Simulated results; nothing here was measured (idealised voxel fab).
The following is a process module called voxel capacitor over wiring.
FYI the section here is cut, 215 nm wide, cells are 5 nm squares.
Cross-section = grid of square cells, listed top down in bands; band = one or more rows. What a band's entry tells you: where the top is and where the bottom is, as heights in nm, and after that what lies inside, material by material from left to right, each with its width in nm. Empty space is written as the word "empty", and a single material marked with the word "full width" occupies the band from edge to edge. The level at which height equals 0 is the one under which the wafer, as it arrives, is entirely one material. No lower edge exists for the bottom band, which continues downward and is notated as in "0 and below". Graded width ("30..40"): value in top row of band = first number; value in bottom row = second number; row-to-row change constant. "no modifications" after a step means that no cell of the cross-section changed. This entry, "Sealed internal cavities", enumerates those empty regions of no fewer than 8 cells that possess no open connection to the top. Each region is reported in the form width x height at distance, the distance being taken from the left edge, with all three quantities expressed in nm. Whatever follows a step's settings on its line is a remark the simulator itself makes about that step. What "overlay nm" on a step's line means: if the step has a mask, that mask lay this far to the right of its planned place, or, when the value is negative, to the left.
### Below is the list of planned process steps
| 1 | op RECEIVE | material Si |
| 2 | op CONFORMAL_DEP | material SiO2 | thk nm 10 |
| 3 | op DIRECTIONAL_DEP | material TiN | thk nm 5 |
| 4 | op DIRECTIONAL_DEP | material Ru | thk nm 20 |
| 5 | op DIRECTIONAL_DEP | material aC | thk nm 15 |
| 6 | op PATTERN | tone cover | mask id METAL_1 | material resist | width nm 30 | pitch nm 95 | thk nm 30 | overlay nm 0 |
| 7 | op DIRECTIONAL_ETCH | etch materials aC | depth nm 15 |
| 8 | op STRIP | etch materials resist |
| 9 | op DIRECTIONAL_ETCH | etch materials Ru | depth nm 20 |
| 10 | op DIRECTIONAL_ETCH | etch materials TiN | depth nm 5 |
| 11 | op STRIP | etch materials aC |
| 12 | op CONFORMAL_DEP | material SiN | thk nm 5 |
| 13 | op FILL_DEP | material lowk | thk nm 10 |
| 14 | op CMP | height nm 35 |
| 15 | op CONFORMAL_DEP | material SiCN | thk nm 5 |
| 16 | op DIRECTIONAL_DEP | material SiO2 | thk nm 20 |
| 17 | op MASKED_ETCH | tone open | mask id PLUG_1 | width nm 15 | etch materials SiO2 | depth nm 20 | overlay nm 0 |
| 18 | op MASKED_ETCH | tone open | mask id PLUG_1 | width nm 15 | etch materials SiCN | depth nm 5 | overlay nm 0 |
| 19 | op CONFORMAL_DEP | material TiN | thk nm 5 |
| 20 | op FILL_DEP | material Ru | thk nm 5 |
| 21 | op CMP | height nm 60 |
| 22 | op DIRECTIONAL_DEP | material TiN | thk nm 5 |
| 23 | op DIRECTIONAL_DEP | material HfO2 | thk nm 5 |
| 24 | op DIRECTIONAL_DEP | material TiN | thk nm 5 |
| 25 | op PATTERN | tone cover | mask id UPPER_PLATE | material resist | width nm 70 | thk nm 15 | overlay nm 0 |
| 26 | op DIRECTIONAL_ETCH | etch materials TiN | depth nm 5 |
| 27 | op DIRECTIONAL_ETCH | etch materials HfO2 | depth nm 5 |
| 28 | op STRIP | etch materials resist |
| 29 | op PATTERN | tone cover | mask id LOWER_PLATE | material resist | width nm 80 | thk nm 20 | overlay nm 0 |
| 30 | op DIRECTIONAL_ETCH | etch materials TiN | depth nm 5 |
| 31 | op STRIP | etch materials resist |
| 32 | op FILL_DEP | material SiO2 | thk nm 20 |
| 33 | op CMP | height nm 90 |
| 34 | op PATTERN | tone open | mask id PLUG_2 | material resist | width nm 15 | thk nm 20 | overlay nm 0 |
| 35 | op DIRECTIONAL_ETCH | etch materials SiO2 | depth nm 15 |
| 36 | op STRIP | etch materials resist |
| 37 | op CONFORMAL_DEP | material TiN | thk nm 5 |
| 38 | op FILL_DEP | material Cu | thk nm 10 |
| 39 | op CMP | height nm 90 |
| 40 | op CONFORMAL_DEP | material SiCN | thk nm 5 |
### Cross-section of the wafer at receipt, which is the condition after step 1
0 and below  Si full width
Sealed internal cavities: none
### End-of-module cross-section. Starting structure and process plan as above; one mistake made in running it
95 down to 90  SiCN full width
90 down to 80  SiO2 (70) / TiN (5) / Cu (5) / TiN (5) / SiO2 (130)
80 down to 70  SiO2 (70..60) / TiN (15..70) / SiO2 (130..85)
70 down to 65  SiO2 (60) / HfO2 (70) / SiO2 (85)
65 down to 60  SiO2 (55) / TiN (80) / SiO2 (80)
60 down to 40  SiO2 (60) / TiN (5) / Ru (5) / TiN (5) / SiO2 (140)
40 down to 35  SiCN (60) / TiN (15) / SiCN (140)
35 down to 20  lowk (40) / SiN (5) / Ru (30) / SiN (5) / lowk (55) / SiN (5) / Ru (30) / SiN (5) / lowk (40)
20 down to 15  SiN (45) / Ru (30) / SiN (65) / Ru (30) / SiN (45)
15 down to 10  lowk full width
10 down to 0  SiO2 full width
0 and below  Si full width
Sealed internal cavities: none
Plan not followed: heads up, step 3 didn't go per plan, it actually ran as op DIRECTIONAL_DEP | material lowk | thk nm 5
